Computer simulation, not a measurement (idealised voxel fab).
Process module, titled voxel self aligned vias
We display cut, a cross-section 170 nm in width whose square cells are each 5 nm.
Bands, listed from the top down, are how a cross-section gets written in this document; the cross-section itself is a grid of square cells, and a band is one or more rows of them. Band entry format. Leading values: height of top, height of bottom, nm. Remainder: materials in left-to-right order, each with its width in nm. Special words: "edge to edge" on a single material, which then fills the band edge to edge; "blank", empty space. For the purposes of this specification, 0 denotes the height below which the wafer in its as-received condition is composed wholly of one material, and the lowermost band, lacking a lower limit, extends downward without end, as expressed in "0 -> down". With a width like "30..40", each row of cells in the band differs from the next by the same amount, the top row carrying the first number and the bottom row the second. Given "no alterations made" for a step, no cell of the cross-section differs between before and after that step. The entry titled "Enclosed void entries" provides the empty spaces that have no open way to the top, restricted to those of 8 cells or more. Each is presented as width x height at distance, the distance being measured from the left edge, with all three in nm. Where a step's line continues beyond its settings, the continuation is a remark by the simulator itself on that step. overlay nm: mask right of planned place by this much (step with mask). Neg. = left.
**Listed below are the process steps as planned**
- 1: RECEIVE | material Si
- 2: CONFORMAL_DEP | material SiO2 | thk nm 10
- 3: CONFORMAL_DEP | material SiCN | thk nm 5
- 4: DIRECTIONAL_DEP | material lowk | thk nm 20
- 5: MASKED_ETCH | tone open | mask id LINES | width nm 30 | pitch nm 80 | etch materials lowk | depth nm 20 | overlay nm 0
- 6: CONFORMAL_DEP | material TiN | thk nm 5
- 7: FILL_DEP | material Ru | thk nm 10
- 8: CMP | height nm 35
- 9: SELECTIVE_ETCH | etch materials W Ru TiN | depth nm 5
- 10: FILL_DEP | material SiN | thk nm 5
- 11: CMP | height nm 35
- 12: DIRECTIONAL_DEP | material lowk | thk nm 20
- 13: DIRECTIONAL_DEP | material aC | thk nm 10
- 14: PATTERN | tone open | mask id VIAS | material resist | width nm 50 | thk nm 30 | overlay nm 0
- 15: DIRECTIONAL_ETCH | etch materials aC | depth nm 10
- 16: STRIP | etch materials resist
- 17: DIRECTIONAL_ETCH | etch materials lowk | depth nm 20
- 18: DIRECTIONAL_ETCH | etch materials SiN | depth nm 5
- 19: STRIP | etch materials aC
- 20: CONFORMAL_DEP | material TiN | thk nm 5
- 21: FILL_DEP | material Ru | thk nm 10
- 22: CMP | height nm 55
- 23: CONFORMAL_DEP | material SiCN | thk nm 5
**First out of two wafers; run went to plan**
**Wafer cross-section on receipt, i.e. after step 1**
0 -> down | Si edge to edge
Enclosed void entries: none
**Sectional view: wafer, after step 2**
10 -> 0 | SiO2 edge to edge
Note: structure below 0 unchanged.
**Sectional view: wafer, after step 3**
15 -> 10 | SiCN edge to edge
Note: structure below 10 unchanged.
**Sectional view: wafer, after step 4**
35 -> 15 | lowk edge to edge
Note: structure below 15 unchanged.
**Sectional view: wafer, after step 5**
35 -> 15 | lowk (30)  blank (30)  lowk (50)  blank (30)  lowk (30)
Note: structure below 15 unchanged.
**Sectional view: wafer, after step 6**
40 -> 35 | TiN (35)  blank (20)  TiN (60)  blank (20)  TiN (35)
35 -> 20 | lowk (30)  TiN (5)  blank (20)  TiN (5)  lowk (50)  TiN (5)  blank (20)  TiN (5)  lowk (30)
20 -> 15 | lowk (30)  TiN (30)  lowk (50)  TiN (30)  lowk (30)
Note: structure below 15 unchanged.
**Sectional view: wafer, after step 7**
50 -> 40 | Ru edge to edge
40 -> 35 | TiN (35)  Ru (20)  TiN (60)  Ru (20)  TiN (35)
35 -> 20 | lowk (30)  TiN (5)  Ru (20)  TiN (5)  lowk (50)  TiN (5)  Ru (20)  TiN (5)  lowk (30)
Note: structure below 20 unchanged.
**Sectional view: wafer, after step 8**
35 -> 20 | lowk (30)  TiN (5)  Ru (20)  TiN (5)  lowk (50)  TiN (5)  Ru (20)  TiN (5)  lowk (30)
Note: structure below 20 unchanged.
**Sectional view: wafer, after step 9**
35 -> 30 | lowk (30)  blank (30)  lowk (50)  blank (30)  lowk (30)
Note: structure below 30 unchanged.
**Sectional view: wafer, after step 10**
40 -> 35 | SiN edge to edge
35 -> 30 | lowk (30)  SiN (30)  lowk (50)  SiN (30)  lowk (30)
Note: structure below 30 unchanged.
**Sectional view: wafer, after step 11**
35 -> 30 | lowk (30)  SiN (30)  lowk (50)  SiN (30)  lowk (30)
Note: structure below 30 unchanged.
**Sectional view: wafer, after step 12**
55 -> 35 | lowk edge to edge
Note: structure below 35 unchanged.
**Sectional view: wafer, after step 13**
65 -> 55 | aC edge to edge
Note: structure below 55 unchanged.
**Sectional view: wafer, after step 14**
95 -> 65 | resist (20)  blank (50)  resist (100)
Note: structure below 65 unchanged.
**Sectional view: wafer, after step 15**
85 -> 65 | resist (20)  blank (50)  resist (100)
65 -> 55 | aC (20)  blank (50)  aC (100)
Note: structure below 55 unchanged.
**Sectional view: wafer, after step 16**
65 -> 55 | aC (20)  blank (50)  aC (100)
Note: structure below 55 unchanged.
**Sectional view: wafer, after step 17**
65 -> 55 | aC (20)  blank (50)  aC (100)
55 -> 35 | lowk (20)  blank (50)  lowk (100)
Note: structure below 35 unchanged.
**Sectional view: wafer, after step 18**
65 -> 55 | aC (20)  blank (50)  aC (100)
55 -> 35 | lowk (20)  blank (50)  lowk (100)
35 -> 30 | lowk (30)  blank (30)  lowk (50)  SiN (30)  lowk (30)
Note: structure below 30 unchanged.
**Sectional view: wafer, after step 19**
55 -> 35 | lowk (20)  blank (50)  lowk (100)
Note: structure below 35 unchanged.
**Sectional view: wafer, after step 20**
60 -> 55 | TiN (25)  blank (40)  TiN (105)
55 -> 40 | lowk (20)  TiN (5)  blank (40)  TiN (5)  lowk (100)
40 -> 35 | lowk (20)  TiN (15)  blank (20)  TiN (15)  lowk (100)
35 -> 30 | lowk (30)  TiN (30)  lowk (50)  SiN (30)  lowk (30)
Note: structure below 30 unchanged.
**Sectional view: wafer, after step 21**
70 -> 60 | Ru edge to edge
60 -> 55 | TiN (25)  Ru (40)  TiN (105)
55 -> 40 | lowk (20)  TiN (5)  Ru (40)  TiN (5)  lowk (100)
40 -> 35 | lowk (20)  TiN (15)  Ru (20)  TiN (15)  lowk (100)
Note: structure below 35 unchanged.
**Sectional view: wafer, after step 22**
55 -> 40 | lowk (20)  TiN (5)  Ru (40)  TiN (5)  lowk (100)
Note: structure below 40 unchanged.
**Sectional view: wafer, after step 23**
60 -> 55 | SiCN edge to edge
Note: structure below 55 unchanged.
**Regarding the second of the two wafers: it shared the first wafer's starting condition and process plan, yet one error occurred during its execution. Its history coincides with that of the first wafer up to and including step 4**
**Cross-section of the second wafer when, according to plan, step 5 should have finished**
35 -> 15 | lowk (35)  blank (20)  lowk (60)  blank (20)  lowk (35)
Note: structure below 15 unchanged.
**Cross-section of the second wafer when, according to plan, step 6 should have finished**
40 -> 35 | TiN (40)  blank (10)  TiN (70)  blank (10)  TiN (40)
35 -> 20 | lowk (35)  TiN (5)  blank (10)  TiN (5)  lowk (60)  TiN (5)  blank (10)  TiN (5)  lowk (35)
20 -> 15 | lowk (35)  TiN (20)  lowk (60)  TiN (20)  lowk (35)
Note: structure below 15 unchanged.
**Cross-section of the second wafer when, according to plan, step 7 should have finished**
50 -> 40 | Ru edge to edge
40 -> 35 | TiN (40)  Ru (10)  TiN (70)  Ru (10)  TiN (40)
35 -> 20 | lowk (35)  TiN (5)  Ru (10)  TiN (5)  lowk (60)  TiN (5)  Ru (10)  TiN (5)  lowk (35)
Note: structure below 20 unchanged.
**Cross-section of the second wafer when, according to plan, step 8 should have finished**
35 -> 20 | lowk (35)  TiN (5)  Ru (10)  TiN (5)  lowk (60)  TiN (5)  Ru (10)  TiN (5)  lowk (35)
Note: structure below 20 unchanged.
**Cross-section of the second wafer when, according to plan, step 9 should have finished**
35 -> 30 | lowk (35)  blank (20)  lowk (60)  blank (20)  lowk (35)
Note: structure below 30 unchanged.
**Cross-section of the second wafer when, according to plan, step 10 should have finished**
40 -> 35 | SiN edge to edge
35 -> 30 | lowk (35)  SiN (20)  lowk (60)  SiN (20)  lowk (35)
Note: structure below 30 unchanged.
**Cross-section of the second wafer when, according to plan, step 11 should have finished**
35 -> 30 | lowk (35)  SiN (20)  lowk (60)  SiN (20)  lowk (35)
Note: structure below 30 unchanged.
**Cross-section of the second wafer when, according to plan, step 12 should have finished**
55 -> 35 | lowk edge to edge
Note: structure below 35 unchanged.
**Cross-section of the second wafer when, according to plan, step 13 should have finished**
65 -> 55 | aC edge to edge
Note: structure below 55 unchanged.
**Cross-section of the second wafer when, according to plan, step 14 should have finished**
95 -> 65 | resist (20)  blank (50)  resist (100)
Note: structure below 65 unchanged.
**Cross-section of the second wafer when, according to plan, step 15 should have finished**
85 -> 65 | resist (20)  blank (50)  resist (100)
65 -> 55 | aC (20)  blank (50)  aC (100)
Note: structure below 55 unchanged.
**Cross-section of the second wafer when, according to plan, step 16 should have finished**
65 -> 55 | aC (20)  blank (50)  aC (100)
Note: structure below 55 unchanged.
**Cross-section of the second wafer when, according to plan, step 17 should have finished**
65 -> 55 | aC (20)  blank (50)  aC (100)
55 -> 35 | lowk (20)  blank (50)  lowk (100)
Note: structure below 35 unchanged.
**Cross-section of the second wafer when, according to plan, step 18 should have finished**
65 -> 55 | aC (20)  blank (50)  aC (100)
55 -> 35 | lowk (20)  blank (50)  lowk (100)
35 -> 30 | lowk (35)  blank (20)  lowk (60)  SiN (20)  lowk (35)
Note: structure below 30 unchanged.
**Cross-section of the second wafer when, according to plan, step 19 should have finished**
55 -> 35 | lowk (20)  blank (50)  lowk (100)
Note: structure below 35 unchanged.
**Cross-section of the second wafer when, according to plan, step 20 should have finished**
60 -> 55 | TiN (25)  blank (40)  TiN (105)
55 -> 40 | lowk (20)  TiN (5)  blank (40)  TiN (5)  lowk (100)
40 -> 35 | lowk (20)  TiN (20)  blank (10)  TiN (20)  lowk (100)
35 -> 30 | lowk (35)  TiN (20)  lowk (60)  SiN (20)  lowk (35)
Note: structure below 30 unchanged.
**Cross-section of the second wafer when, according to plan, step 21 should have finished**
70 -> 60 | Ru edge to edge
60 -> 55 | TiN (25)  Ru (40)  TiN (105)
55 -> 40 | lowk (20)  TiN (5)  Ru (40)  TiN (5)  lowk (100)
40 -> 35 | lowk (20)  TiN (20)  Ru (10)  TiN (20)  lowk (100)
Note: structure below 35 unchanged.
**Cross-section of the second wafer when, according to plan, step 22 should have finished**
55 -> 40 | lowk (20)  TiN (5)  Ru (40)  TiN (5)  lowk (100)
Note: structure below 40 unchanged.
**Cross-section of the second wafer when, according to plan, step 23 should have finished**
60 -> 55 | SiCN edge to edge
Note: structure below 55 unchanged.
Against the plan, the run slipped here: note that step 5 departed from the planned setting and was carried out as MASKED_ETCH | tone open | mask id LINES | width nm 20 | pitch nm 80 | etch materials lowk | depth nm 20 | overlay nm 0
The second wafer ends with more or fewer cells of some materials than the first, per final count: -10 Ru; -2 SiN; -4 TiN; +16 lowk
